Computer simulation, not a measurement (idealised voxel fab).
process module | voxel wiring stack
cross-section cut | 210 nm wide | cells 5 nm
A cross-section is a grid of square cells, given in bands from the top down. A band is one or more rows of cells.
Each band's line starts with the height of the band's top and of its bottom, in nm. Then come its materials from left to right, each with its width in nm. One material with "throughout" fills the band from edge to edge. "air" is empty space.
Height 0 is the level under which the wafer as received is all one material. The lowest band goes on downwards, as in "0 down".
A width such as "30 to 40" changes by the same amount from each row of cells to the next, from the band's top row to its bottom row.
"no change" after a step means that no cell of the cross-section changed.
closed voids: empty space of 8 cells or more with no open way to the top, each as width x height at its distance from the left edge, in nm
after a step's settings: what the simulator itself notes on the step
overlay nm, on a step with a mask: how far to the right of its planned place the mask lay; to the left if negative
plan
1 op RECEIVE | material Si
2 op CONFORMAL_DEP | material SiO2 | thk nm 15
3 op DIRECTIONAL_DEP | material TiN | thk nm 5
4 op DIRECTIONAL_DEP | material W | thk nm 20
5 op DIRECTIONAL_DEP | material aC | thk nm 10
6 op PATTERN | tone cover | mask id METAL_1 | material resist | width nm 20 | pitch nm 40 | thk nm 25 | overlay nm 0
7 op DIRECTIONAL_ETCH | etch materials aC | depth nm 10
8 op STRIP | etch materials resist
9 op DIRECTIONAL_ETCH | etch materials W | depth nm 20
10 op DIRECTIONAL_ETCH | etch materials TiN | depth nm 5
11 op STRIP | etch materials aC
12 op CONFORMAL_DEP | material SiN | thk nm 5
13 op FILL_DEP | material lowk | thk nm 10
14 op CMP | height nm 40
15 op CONFORMAL_DEP | material SiCN | thk nm 5
16 op DIRECTIONAL_DEP | material lowk | thk nm 25
17 op PATTERN | tone open | mask id METAL_2 | material resist | width nm 20 | pitch nm 40 | thk nm 15 | overlay nm 0
18 op DIRECTIONAL_ETCH | etch materials lowk | depth nm 15
19 op STRIP | etch materials resist
20 op DIRECTIONAL_DEP | material aC | thk nm 15
21 op PATTERN | tone open | mask id METAL_2_HOLES | material resist | width nm 15 | pitch nm 80 | thk nm 30 | overlay nm 0
22 op DIRECTIONAL_ETCH | etch materials aC | depth nm 15
23 op STRIP | etch materials resist
24 op DIRECTIONAL_ETCH | etch materials lowk | depth nm 10
25 op DIRECTIONAL_ETCH | etch materials SiCN | depth nm 5
26 op STRIP | etch materials aC
27 op CONFORMAL_DEP | material TiN | thk nm 5
28 op FILL_DEP | material Cu | thk nm 10
29 op CMP | height nm 70
30 op CONFORMAL_DEP | material SiCN | thk nm 5
31 op DIRECTIONAL_DEP | material lowk | thk nm 10
32 op MASKED_ETCH | tone open | mask id PLUG_2 | width nm 15 | pitch nm 80 | etch materials lowk | depth nm 10 | overlay nm 0
33 op MASKED_ETCH | tone open | mask id PLUG_2 | width nm 15 | pitch nm 80 | etch materials SiCN | depth nm 5 | overlay nm 0
34 op CONFORMAL_DEP | material TiN | thk nm 5
35 op FILL_DEP | material Cu | thk nm 10
36 op CMP | height nm 85
37 op CONFORMAL_DEP | material SiN | thk nm 5
38 op DIRECTIONAL_DEP | material SiO2 | thk nm 20
39 op MASKED_ETCH | tone open | mask id METAL_3 | width nm 20 | pitch nm 40 | etch materials SiO2 | depth nm 20 | overlay nm 0
40 op MASKED_ETCH | tone open | mask id METAL_3 | width nm 20 | pitch nm 40 | etch materials SiN | depth nm 5 | overlay nm 0
41 op CONFORMAL_DEP | material TiN | thk nm 5
42 op FILL_DEP | material Cu | thk nm 10
43 op CMP | height nm 110
44 op CONFORMAL_DEP | material SiCN | thk nm 5
45 op DIRECTIONAL_DEP | material lowk | thk nm 35
46 op PATTERN | tone open | mask id METAL_4_HOLES | material resist | width nm 15 | pitch nm 40 | thk nm 20 | overlay nm 0
47 op DIRECTIONAL_ETCH | etch materials lowk | depth nm 35
48 op STRIP | etch materials resist
49 op DIRECTIONAL_DEP | material aC | thk nm 10
50 op PATTERN | tone open | mask id METAL_4 | material resist | width nm 20 | pitch nm 40 | thk nm 25 | overlay nm 0
51 op DIRECTIONAL_ETCH | etch materials aC | depth nm 10
52 op STRIP | etch materials resist
53 op DIRECTIONAL_ETCH | etch materials lowk | depth nm 20
54 op DIRECTIONAL_ETCH | etch materials SiCN | depth nm 5
55 op STRIP | etch materials aC
56 op CONFORMAL_DEP | material TiN | thk nm 5
57 op FILL_DEP | material Ru | thk nm 10
58 op CMP | height nm 150
59 op CONFORMAL_DEP | material SiN | thk nm 5
as received, after step 1
  0 down: Si throughout
  closed voids: none
a wafer at the end: this start, this plan, one mistake
  155 to 150: SiN throughout
  150 to 135: lowk 55 | TiN 5 | Ru 10 | TiN 5 | lowk 20 | TiN 5 | Ru 10 | TiN 5 | lowk 20 | TiN 5 | Ru 10 | TiN 5 | lowk 55
  135 to 130: lowk 55 | TiN 5 | Ru 5 | TiN 10 | lowk 20 | TiN 5 | Ru 5 | TiN 10 | lowk 20 | TiN 5 | Ru 5 | TiN 10 | lowk 55
  130 to 115: lowk 55 | TiN 5 | Ru 5 | TiN 5 | lowk 25 | TiN 5 | Ru 5 | TiN 5 | lowk 25 | TiN 5 | Ru 5 | TiN 5 | lowk 60
  115 to 110: SiCN 55 | TiN 15 | SiCN 25 | TiN 15 | SiCN 25 | TiN 15 | SiCN 60
  110 to 95: SiO2 55 | TiN 5 | Cu 10 | TiN 5 | SiO2 20 | TiN 5 | Cu 10 | TiN 5 | SiO2 20 | TiN 5 | Cu 10 | TiN 5 | SiO2 55
  95 to 90: SiO2 55 | TiN 20 | SiO2 20 | TiN 20 | SiO2 20 | TiN 20 | SiO2 55
  90 to 85: W throughout
  85 to 75: lowk 55 | TiN 5 | Cu 5 | TiN 5 | lowk 65 | TiN 5 | Cu 5 | TiN 5 | lowk 60
  75 to 70: SiCN 55 | TiN 15 | SiCN 65 | TiN 15 | SiCN 60
  70 to 60: lowk 55 | TiN 5 | Cu 10 | TiN 5 | lowk 20 | TiN 5 | Cu 10 | TiN 5 | lowk 20 | TiN 5 | Cu 10 | TiN 5 | lowk 55
  60 to 55: lowk 55 | TiN 5 | Cu 5 | TiN 10 | lowk 20 | TiN 20 | lowk 20 | TiN 5 | Cu 5 | TiN 10 | lowk 55
  55 to 45: lowk 55 | TiN 5 | Cu 5 | TiN 5 | lowk 65 | TiN 5 | Cu 5 | TiN 5 | lowk 60
  45 to 40: SiCN 55 | TiN 15 | SiCN 65 | TiN 15 | SiCN 60
  40 to 20: lowk 50 | SiN 5 | W 20 | SiN 5 | lowk 10 | SiN 5 | W 20 | SiN 5 | lowk 10 | SiN 5 | W 20 | SiN 5 | lowk 50
  20 to 15: SiN 55 | TiN 20 | SiN 20 | TiN 20 | SiN 20 | TiN 20 | SiN 55
  15 to 0: SiO2 throughout
  0 down: Si throughout
  closed voids: none
what went wrong: step 37 ran as: op CONFORMAL_DEP | material W | thk nm 5
